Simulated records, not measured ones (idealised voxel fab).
process module | voxel double patterning
cross-section cut | 250 nm wide | cells 5 nm
A cross-section is a grid of square cells, given in bands from the top down. A band is one or more rows of cells.
Each band's line starts with the height of the band's top and of its bottom, in nm. Then come its materials from left to right, each with its width in nm. One material with "throughout" fills the band from edge to edge. "air" is empty space.
Height 0 is the level under which the wafer as received is all one material. The lowest band goes on downwards, as in "0 down".
A width such as "30 to 40" changes by the same amount from each row of cells to the next, from the band's top row to its bottom row.
"no change" after a step means that no cell of the cross-section changed.
closed voids: empty space of 8 cells or more with no open way to the top, each as width x height at its distance from the left edge, in nm
after a step's settings: what the simulator itself notes on the step
overlay nm, on a step with a mask: how far to the right of its planned place the mask lay; to the left if negative
plan
1 op RECEIVE | material Si
2 op CONFORMAL_DEP | material SiO2 | thk nm 10
3 op DIRECTIONAL_DEP | material W | thk nm 15
4 op DIRECTIONAL_DEP | material SiN | thk nm 10
5 op MASKED_ETCH | tone open | mask id FIRST | width nm 15 | pitch nm 50 | etch materials SiN | depth nm 10 | overlay nm 0
6 op MASKED_ETCH | tone open | mask id SECOND | width nm 15 | etch materials SiN | depth nm 10 | overlay nm 0
7 op DIRECTIONAL_ETCH | etch materials W | depth nm 15
8 op STRIP | etch materials SiN
varied across the wafers: width nm of step 5. The plan shows the first wafer's value. All wafers start alike
first wafer as received, after step 1
  0 down: Si throughout
  closed voids: none
first wafer at the end, after step 8
  25 to 10: W 90 | air 15 | W 10 | air 15 | W 10 | air 15 | W 95
  10 to 0: SiO2 throughout
  0 down: Si throughout
  closed voids: none
last wafer at the end
  25 to 10: W 85 | air 45 | W 5 | air 30 | W 85
  10 to 0: SiO2 throughout
  0 down: Si throughout
  closed voids: none
each wafer at the end: cells of each material gained (+) or lost (-) since it was received, then its closed voids
width nm 15 | +100 SiO2 | +123 W | closed voids: none
width nm 20 | +100 SiO2 | +117 W | closed voids: none
width nm 25 | +100 SiO2 | +111 W | closed voids: none
width nm 30 | +100 SiO2 | +105 W | closed voids: none
